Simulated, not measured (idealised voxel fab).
The following is a process module called voxel capacitor over wiring.
Cross-section cut: width 230 nm, square cells of 5 nm.
When this document writes out a cross-section, it uses a grid of square cells and lists it as bands, beginning at the top and moving down, with a band standing for one or more rows of cells.
What a band's entry tells you: where the top is and where the bottom is, as heights in nm, and after that what lies inside, material by material from left to right, each with its width in nm. Empty space is written as the word "empty", and a single material marked with the word "all across" occupies the band from edge to edge.
Convention: height 0 is the level below which the wafer, as received, is all one material. The lowest band does not terminate at the bottom but continues downward, represented as "0 down".
Graded width ("30 to 40"): value in top row of band = first number; value in bottom row = second number; row-to-row change constant.
"nothing different" after a step means that no cell of the cross-section changed.
The entry "Enclosed void entries" lists the empty spaces that cover at least 8 cells and have no open path to the top. Each is written as width x height at distance, where the distance is measured from the left edge and all three values are in nm.
Past the settings on a step's line: simulator remark, on that step.
"overlay nm" on a masked step: distance the mask lay right of its planned place, negative for left.
Process steps foreseen in the plan
| 1 | RECEIVE,material Si |
| 2 | CONFORMAL_DEP,material SiO2,thk nm 15 |
| 3 | DIRECTIONAL_DEP,material TiN,thk nm 5 |
| 4 | DIRECTIONAL_DEP,material Ru,thk nm 15 |
| 5 | PATTERN,tone cover,mask id METAL_1,material resist,width nm 25,pitch nm 80,thk nm 20,overlay nm 0 |
| 6 | DIRECTIONAL_ETCH,etch materials Ru,depth nm 15 |
| 7 | DIRECTIONAL_ETCH,etch materials TiN,depth nm 5 |
| 8 | STRIP,etch materials resist |
| 9 | FILL_DEP,material lowk,thk nm 10 |
| 10 | CMP,height nm 35 |
| 11 | CONFORMAL_DEP,material SiCN,thk nm 5 |
| 12 | DIRECTIONAL_DEP,material lowk,thk nm 20 |
| 13 | DIRECTIONAL_DEP,material aC,thk nm 10 |
| 14 | PATTERN,tone open,mask id PLUG_1,material resist,width nm 15,thk nm 30,overlay nm 0 |
| 15 | DIRECTIONAL_ETCH,etch materials aC,depth nm 10 |
| 16 | STRIP,etch materials resist |
| 17 | DIRECTIONAL_ETCH,etch materials lowk,depth nm 20 |
| 18 | DIRECTIONAL_ETCH,etch materials SiCN,depth nm 5 |
| 19 | STRIP,etch materials aC |
| 20 | CONFORMAL_DEP,material TiN,thk nm 5 |
| 21 | FILL_DEP,material Ru,thk nm 5 |
| 22 | CMP,height nm 60 |
| 23 | DIRECTIONAL_DEP,material TiN,thk nm 10 |
| 24 | DIRECTIONAL_DEP,material Al2O3,thk nm 5 |
| 25 | DIRECTIONAL_DEP,material TiN,thk nm 5 |
| 26 | MASKED_ETCH,tone cover,mask id UPPER_PLATE,width nm 60,etch materials TiN,depth nm 5,overlay nm 0 |
| 27 | MASKED_ETCH,tone cover,mask id UPPER_PLATE,width nm 60,etch materials Al2O3,depth nm 5,overlay nm 0 |
| 28 | MASKED_ETCH,tone cover,mask id LOWER_PLATE,width nm 70,etch materials TiN,depth nm 10,overlay nm 0 |
| 29 | FILL_DEP,material SiO2,thk nm 15 |
| 30 | CMP,height nm 90 |
| 31 | DIRECTIONAL_DEP,material aC,thk nm 10 |
| 32 | PATTERN,tone open,mask id PLUG_2,material resist,width nm 15,thk nm 25,overlay nm 0 |
| 33 | DIRECTIONAL_ETCH,etch materials aC,depth nm 10 |
| 34 | STRIP,etch materials resist |
| 35 | DIRECTIONAL_ETCH,etch materials SiO2,depth nm 5 |
| 36 | STRIP,etch materials aC |
| 37 | CONFORMAL_DEP,material TiN,thk nm 5 |
| 38 | FILL_DEP,material Ru,thk nm 5 |
| 39 | CMP,height nm 90 |
| 40 | CONFORMAL_DEP,material SiCN,thk nm 5 |
Don't read the plan's depth nm for step 35 as applying to every wafer: that's the first wafer's value, and the wafers differ in it, though they all start identical.
Step 1 complete: as-received cross-section of the first of several wafers
0 down | Si all across
Enclosed void entries: none
Per wafer (row), end of module: delta in cells per material since receipt, (+) for gained, (-) for lost; closed voids after that
depth nm 5, +12 Al2O3, +34 Ru, +89 SiCN, +359 SiO2, +64 TiN, +316 lowk, Enclosed void entries: none
depth nm 10, +12 Al2O3, +35 Ru, +89 SiCN, +356 SiO2, +66 TiN, +316 lowk, Enclosed void entries: none
depth nm 15, +12 Al2O3, +35 Ru, +89 SiCN, +356 SiO2, +66 TiN, +316 lowk, Enclosed void entries: none
depth nm 20, +12 Al2O3, +35 Ru, +89 SiCN, +356 SiO2, +66 TiN, +316 lowk, Enclosed void entries: none
depth nm 25, +12 Al2O3, +35 Ru, +89 SiCN, +356 SiO2, +66 TiN, +316 lowk, Enclosed void entries: none
